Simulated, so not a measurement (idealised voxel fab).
Herein follows the process module entitled voxel double patterning.
For reference, the cross-section in this document is cut, with width 250 nm and square cells of 5 nm.
This document writes a cross-section as a grid whose cells are square, and gives it as bands, listed from the top down; one or more rows of cells form a band.
Band: top height; bottom height; in nm. Then, left to right: material with width in nm, for each material. "all across": a single material spanning edge to edge. "air": empty space.
Ref level 0: as-received wafer is one material below here. Bottom band extends down with no lower bound ("0..down").
A two-number width, for instance "30..40", indicates that the width is equal to the first number in the top row of the band and to the second number in the bottom row, and that it changes by a constant amount per row of cells.
Take "remains unaltered" at face value: in the step it is given for, the cross-section changed in none of its cells.
Entry "Trapped cavities" = empty spaces >= 8 cells with no open way to the top; each as width x height at distance, distance from left edge, all nm.
What comes after the settings on a step's line is commentary from the simulator itself on that step.
Each step line may optionally specify "overlay nm", which for a step with a mask gives the rightward distance between the mask's planned place and where it lay, a negative value indicating the leftward direction.

Intended process steps:
- 1: RECEIVE (material Si)
- 2: CONFORMAL_DEP (material SiN; thk nm 5)
- 3: DIRECTIONAL_DEP (material SiO2; thk nm 20)
- 4: DIRECTIONAL_DEP (material SiCN; thk nm 10)
- 5: DIRECTIONAL_DEP (material aC; thk nm 15)
- 6: PATTERN (tone open; mask id FIRST; material resist; width nm 15; pitch nm 50; thk nm 35; overlay nm 0)
- 7: DIRECTIONAL_ETCH (etch materials aC; depth nm 15)
- 8: STRIP (etch materials resist)
- 9: DIRECTIONAL_ETCH (etch materials SiCN; depth nm 10)
- 10: STRIP (etch materials aC)
- 11: MASKED_ETCH (tone open; mask id SECOND; width nm 15; etch materials SiCN; depth nm 10; overlay nm 0)
- 12: DIRECTIONAL_ETCH (etch materials SiO2; depth nm 20)
- 13: STRIP (etch materials SiCN)

Incoming wafer in cross-section (state: after step 1):
> 0..down | Si all across
> Trapped cavities: none

Starting structure and process plan are as shown above, but one mistake was made in running the module; the wafer cross-section at the end of the module follows:
> 25..5 | 80 of SiO2, then 15 of air, then 20 of SiO2, then 30 of air, then 105 of SiO2
> 5..0 | SiN all across
> 0..down | Si all across
> Trapped cavities: none
The plan and the run diverged here: the process deviated at step 6: the operation and settings actually run there were PATTERN (tone open; mask id FIRST; material resist; width nm 15; pitch nm 50; thk nm 35; overlay nm -10)
